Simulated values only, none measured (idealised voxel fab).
process module | voxel wiring stack
cross-section cut | 145 nm wide | cells 5 nm
A cross-section is a grid of square cells, given in bands from the top down. A band is one or more rows of cells.
Each band's line starts with the height of the band's top and of its bottom, in nm. Then come its materials from left to right, each with its width in nm. One material with "throughout" fills the band from edge to edge. "air" is empty space.
Height 0 is the level under which the wafer as received is all one material. The lowest band goes on downwards, as in "0 down".
A width such as "30 to 40" changes by the same amount from each row of cells to the next, from the band's top row to its bottom row.
"no change" after a step means that no cell of the cross-section changed.
closed voids: empty space of 8 cells or more with no open way to the top, each as width x height at its distance from the left edge, in nm
after a step's settings: what the simulator itself notes on the step
overlay nm, on a step with a mask: how far to the right of its planned place the mask lay; to the left if negative
plan
1 op RECEIVE | material Si
2 op CONFORMAL_DEP | material SiO2 | thk nm 10
3 op DIRECTIONAL_DEP | material TiN | thk nm 5
4 op DIRECTIONAL_DEP | material Ru | thk nm 20
5 op PATTERN | tone cover | mask id METAL_1 | material resist | width nm 30 | pitch nm 55 | thk nm 20 | overlay nm 0
6 op DIRECTIONAL_ETCH | etch materials Ru | depth nm 20
7 op DIRECTIONAL_ETCH | etch materials TiN | depth nm 5
8 op STRIP | etch materials resist
9 op CONFORMAL_DEP | material SiCN | thk nm 5
10 op FILL_DEP | material SiO2 | thk nm 10
11 op CMP | height nm 35
12 op CONFORMAL_DEP | material SiCN | thk nm 5
13 op DIRECTIONAL_DEP | material SiO2 | thk nm 10
14 op MASKED_ETCH | tone open | mask id PLUG_1 | width nm 15 | etch materials SiO2 | depth nm 10 | overlay nm 0
15 op MASKED_ETCH | tone open | mask id PLUG_1 | width nm 15 | etch materials SiCN | depth nm 5 | overlay nm 0
16 op CONFORMAL_DEP | material TiN | thk nm 5
17 op FILL_DEP | material W | thk nm 10
18 op CMP | height nm 50
19 op CONFORMAL_DEP | material SiCN | thk nm 5
20 op DIRECTIONAL_DEP | material lowk | thk nm 20
21 op DIRECTIONAL_DEP | material aC | thk nm 10
22 op PATTERN | tone open | mask id METAL_2 | material resist | width nm 30 | pitch nm 55 | thk nm 30 | overlay nm 0
23 op DIRECTIONAL_ETCH | etch materials aC | depth nm 10
24 op STRIP | etch materials resist
25 op DIRECTIONAL_ETCH | etch materials lowk | depth nm 20
26 op DIRECTIONAL_ETCH | etch materials SiCN | depth nm 5
27 op STRIP | etch materials aC
28 op CONFORMAL_DEP | material TiN | thk nm 5
29 op FILL_DEP | material Cu | thk nm 5
30 op CMP | height nm 75
31 op CONFORMAL_DEP | material SiCN | thk nm 5
32 op DIRECTIONAL_DEP | material SiO2 | thk nm 20
33 op DIRECTIONAL_DEP | material aC | thk nm 10
34 op PATTERN | tone open | mask id PLUG_2 | material resist | width nm 15 | pitch nm 55 | thk nm 30 | overlay nm 0
35 op DIRECTIONAL_ETCH | etch materials aC | depth nm 10
36 op STRIP | etch materials resist
37 op DIRECTIONAL_ETCH | etch materials SiO2 | depth nm 20
38 op DIRECTIONAL_ETCH | etch materials SiCN | depth nm 5
39 op STRIP | etch materials aC
40 op CONFORMAL_DEP | material TiN | thk nm 5
41 op FILL_DEP | material W | thk nm 10
42 op CMP | height nm 100
43 op DIRECTIONAL_DEP | material TiN | thk nm 5
44 op DIRECTIONAL_DEP | material Ru | thk nm 25
45 op MASKED_ETCH | tone cover | mask id METAL_3 | width nm 30 | pitch nm 55 | etch materials Ru | depth nm 25 | overlay nm 0
46 op MASKED_ETCH | tone cover | mask id METAL_3 | width nm 30 | pitch nm 55 | etch materials TiN | depth nm 5 | overlay nm 0
47 op FILL_DEP | material SiO2 | thk nm 10
48 op CMP | height nm 130
49 op CONFORMAL_DEP | material SiN | thk nm 5
as received, after step 1
  0 down: Si throughout
  closed voids: none
a wafer at the end: this start, this plan, one mistake
  135 to 130: SiN throughout
  130 to 105: SiO2 35 | Ru 20 | SiO2 35 | Ru 20 | SiO2 35
  105 to 100: SiO2 30 | TiN 30 | SiO2 25 | TiN 30 | SiO2 30
  100 to 80: SiO2 30 | TiN 5 | W 5 | TiN 5 | SiO2 40 | TiN 5 | W 5 | TiN 5 | SiO2 45
  80 to 75: SiCN 30 | TiN 15 | SiCN 40 | TiN 15 | SiCN 45
  75 to 55: lowk 30 | TiN 5 | Cu 20 | TiN 5 | lowk 25 | TiN 5 | Cu 20 | TiN 5 | lowk 30
  55 to 50: SiCN 30 | TiN 30 | SiCN 25 | TiN 30 | SiCN 30
  50 to 40: SiO2 30 | TiN 5 | W 5 | TiN 5 | SiO2 100
  40 to 35: SiCN 30 | TiN 15 | SiCN 100
  35 to 15: SiO2 25 | SiCN 5 | Ru 30 | SiCN 5 | SiO2 15 | SiCN 5 | Ru 30 | SiCN 5 | SiO2 25
  15 to 10: SiCN 30 | TiN 30 | SiCN 25 | TiN 30 | SiCN 30
  10 to 0: SiO2 throughout
  0 down: Si throughout
  closed voids: none
what went wrong: step 45 ran as: op MASKED_ETCH | tone cover | mask id METAL_3 | width nm 20 | pitch nm 55 | etch materials Ru | depth nm 25 | overlay nm 0
